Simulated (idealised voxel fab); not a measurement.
Documented hereafter: the process module known as voxel wiring stack.
The figure presents cross-section cut, which has a width of 240 nm and is divided into square cells with an edge length of 5 nm.
Cross-section spec: square-cell grid; bands listed top down; each band is one or more rows. Basically the band line says how high the top is and how high the bottom is, in nm, and then what's in it from left to right, every material with its width in nm. Empty space shows up as "air", and if a single material carries "everywhere" it runs the full band edge to edge. The level at which height equals 0 is the one under which the wafer, as it arrives, is entirely one material. No lower edge exists for the bottom band, which continues downward and is notated as in "0 down". Note: "30->40" means the width goes from the first number (top row of the band) to the second number (bottom row) in equal steps per row of cells. Where the words "nothing got changed" appear for a step, the cross-section shows no cell changed by that step; every cell remained as before. Sealed cavities: empty space of 8 cells or more with no open way to the top, each as width x height at its distance from the left edge, in nm. The remark found on a step's line after its settings is issued by the simulator itself and pertains to that step. If you see "overlay nm" on a step's line and that step has a mask, it's telling you how far right of where it was planned the mask ended up; a negative number means it went left instead.
Here's what the planned process steps look like:
- 1: RECEIVE with material Si
- 2: CONFORMAL_DEP with material SiO2, thk nm 15
- 3: DIRECTIONAL_DEP with material TiN, thk nm 5
- 4: DIRECTIONAL_DEP with material Ru, thk nm 20
- 5: MASKED_ETCH with tone cover, mask id METAL_1, width nm 25, pitch nm 40, etch materials Ru, depth nm 20, overlay nm 0
- 6: MASKED_ETCH with tone cover, mask id METAL_1, width nm 25, pitch nm 40, etch materials TiN, depth nm 5, overlay nm 0
- 7: FILL_DEP with material SiO2, thk nm 5
- 8: CMP with height nm 40
- 9: CONFORMAL_DEP with material SiCN, thk nm 5
- 10: DIRECTIONAL_DEP with material lowk, thk nm 15
- 11: MASKED_ETCH with tone open, mask id PLUG_1, width nm 15, pitch nm 40, etch materials lowk, depth nm 15, overlay nm 0
- 12: MASKED_ETCH with tone open, mask id PLUG_1, width nm 15, pitch nm 40, etch materials SiCN, depth nm 5, overlay nm 0
- 13: EPI with material Ru, thk nm 10
- 14: EPI with material Ru, thk nm 10
- 15: CONFORMAL_DEP with material SiN, thk nm 5
- 16: DIRECTIONAL_DEP with material SiO2, thk nm 15
- 17: DIRECTIONAL_DEP with material aC, thk nm 15
- 18: PATTERN with tone open, mask id METAL_2, material resist, width nm 25, pitch nm 40, thk nm 30, overlay nm 0
- 19: DIRECTIONAL_ETCH with etch materials aC, depth nm 15
- 20: STRIP with etch materials resist
- 21: DIRECTIONAL_ETCH with etch materials SiO2, depth nm 15
- 22: DIRECTIONAL_ETCH with etch materials SiN, depth nm 5
- 23: STRIP with etch materials aC
- 24: CONFORMAL_DEP with material TiN, thk nm 5
- 25: FILL_DEP with material Cu, thk nm 5
- 26: CMP with height nm 80
- 27: CONFORMAL_DEP with material SiCN, thk nm 5
- 28: DIRECTIONAL_DEP with material SiO2, thk nm 25
- 29: MASKED_ETCH with tone open, mask id METAL_3_HOLES, width nm 15, etch materials SiO2, depth nm 25, overlay nm 0
- 30: DIRECTIONAL_DEP with material aC, thk nm 15
- 31: PATTERN with tone open, mask id METAL_3, material resist, width nm 25, pitch nm 40, thk nm 30, overlay nm 0
- 32: DIRECTIONAL_ETCH with etch materials aC, depth nm 15
- 33: STRIP with etch materials resist
- 34: DIRECTIONAL_ETCH with etch materials SiO2, depth nm 15
- 35: DIRECTIONAL_ETCH with etch materials SiCN, depth nm 5
- 36: STRIP with etch materials aC
- 37: CONFORMAL_DEP with material TiN, thk nm 5
- 38: FILL_DEP with material Ru, thk nm 10
- 39: CMP with height nm 110
- 40: CONFORMAL_DEP with material SiCN, thk nm 5
- 41: DIRECTIONAL_DEP with material SiO2, thk nm 30
- 42: PATTERN with tone open, mask id METAL_4, material resist, width nm 25, pitch nm 40, thk nm 20, overlay nm 0
- 43: DIRECTIONAL_ETCH with etch materials SiO2, depth nm 20
- 44: STRIP with etch materials resist
- 45: MASKED_ETCH with tone open, mask id METAL_4_HOLES, width nm 15, pitch nm 40, etch materials SiO2, depth nm 10, overlay nm 0
- 46: MASKED_ETCH with tone open, mask id METAL_4_HOLES, width nm 15, pitch nm 40, etch materials SiCN, depth nm 5, overlay nm 0
- 47: CONFORMAL_DEP with material TiN, thk nm 5
- 48: FILL_DEP with material Cu, thk nm 5
- 49: CMP with height nm 145
- 50: CONFORMAL_DEP with material SiN, thk nm 5
Cross-section, incoming material, after step 1:
0 down  Si everywhere
Sealed cavities: none
First of two wafers at the end of the module, shown in cross-section; run carried out as planned:
150 to 145  SiN everywhere
145 to 130  SiO2: 85; TiN: 5; Cu: 15; TiN: 5; SiO2: 15; TiN: 5; Cu: 15; TiN: 5; SiO2: 90
130 to 125  SiO2: 85; TiN: 5; Cu: 5; TiN: 15; SiO2: 15; TiN: 5; Cu: 5; TiN: 15; SiO2: 90
125 to 115  SiO2: 85; TiN: 5; Cu: 5; TiN: 5; SiO2: 25; TiN: 5; Cu: 5; TiN: 5; SiO2: 100
115 to 110  SiCN: 85; TiN: 15; SiCN: 25; TiN: 15; SiCN: 100
110 to 100  SiO2: 85; TiN: 5; Ru: 15; TiN: 5; SiO2: 15; TiN: 5; Ru: 15; TiN: 5; SiO2: 90
100 to 95  SiO2: 85; TiN: 5; Ru: 5; TiN: 15; SiO2: 15; TiN: 25; SiO2: 90
95 to 85  SiO2: 85; TiN: 5; Ru: 5; TiN: 5; SiO2: 140
85 to 80  SiCN: 85; TiN: 15; SiCN: 140
80 to 65  SiO2: 85; TiN: 5; Cu: 15; TiN: 5; SiO2: 15; TiN: 5; Cu: 15; TiN: 5; SiO2: 90
65 to 60  SiN: 85; TiN: 25; SiN: 15; TiN: 25; SiN: 90
60 to 45  lowk: 85; Ru: 15; lowk: 25; Ru: 15; lowk: 100
45 to 40  SiCN: 85; Ru: 15; SiCN: 25; Ru: 15; SiCN: 100
40 to 20  SiO2: 85; Ru: 25; SiO2: 15; Ru: 25; SiO2: 90
20 to 15  SiO2: 85; TiN: 25; SiO2: 15; TiN: 25; SiO2: 90
15 to 0  SiO2 everywhere
0 down  Si everywhere
Sealed cavities: none
So this is wafer number two of the two, cut at the end of the module - it started where the first did and had the same plan, we just got one thing wrong running it:
150 to 145  SiN everywhere
145 to 115  SiO2 everywhere
115 to 110  SiCN everywhere
110 to 100  SiO2: 85; TiN: 5; Ru: 15; TiN: 5; SiO2: 15; TiN: 5; Ru: 15; TiN: 5; SiO2: 90
100 to 95  SiO2: 85; TiN: 5; Ru: 5; TiN: 15; SiO2: 15; TiN: 25; SiO2: 90
95 to 85  SiO2: 85; TiN: 5; Ru: 5; TiN: 5; SiO2: 140
85 to 80  SiCN: 85; TiN: 15; SiCN: 140
80 to 65  SiO2: 85; TiN: 5; Cu: 15; TiN: 5; SiO2: 15; TiN: 5; Cu: 15; TiN: 5; SiO2: 90
65 to 60  SiN: 85; TiN: 25; SiN: 15; TiN: 25; SiN: 90
60 to 45  lowk: 85; Ru: 15; lowk: 25; Ru: 15; lowk: 100
45 to 40  SiCN: 85; Ru: 15; SiCN: 25; Ru: 15; SiCN: 100
40 to 20  SiO2: 85; Ru: 25; SiO2: 15; Ru: 25; SiO2: 90
20 to 15  SiO2: 85; TiN: 25; SiO2: 15; TiN: 25; SiO2: 90
15 to 0  SiO2 everywhere
0 down  Si everywhere
Sealed cavities: none
what went wrong: plan step 41 was conducted twice
Materials where the second wafer ends with more or fewer cells than the first: Cu -24; SiCN +6; SiO2 +52; TiN -34
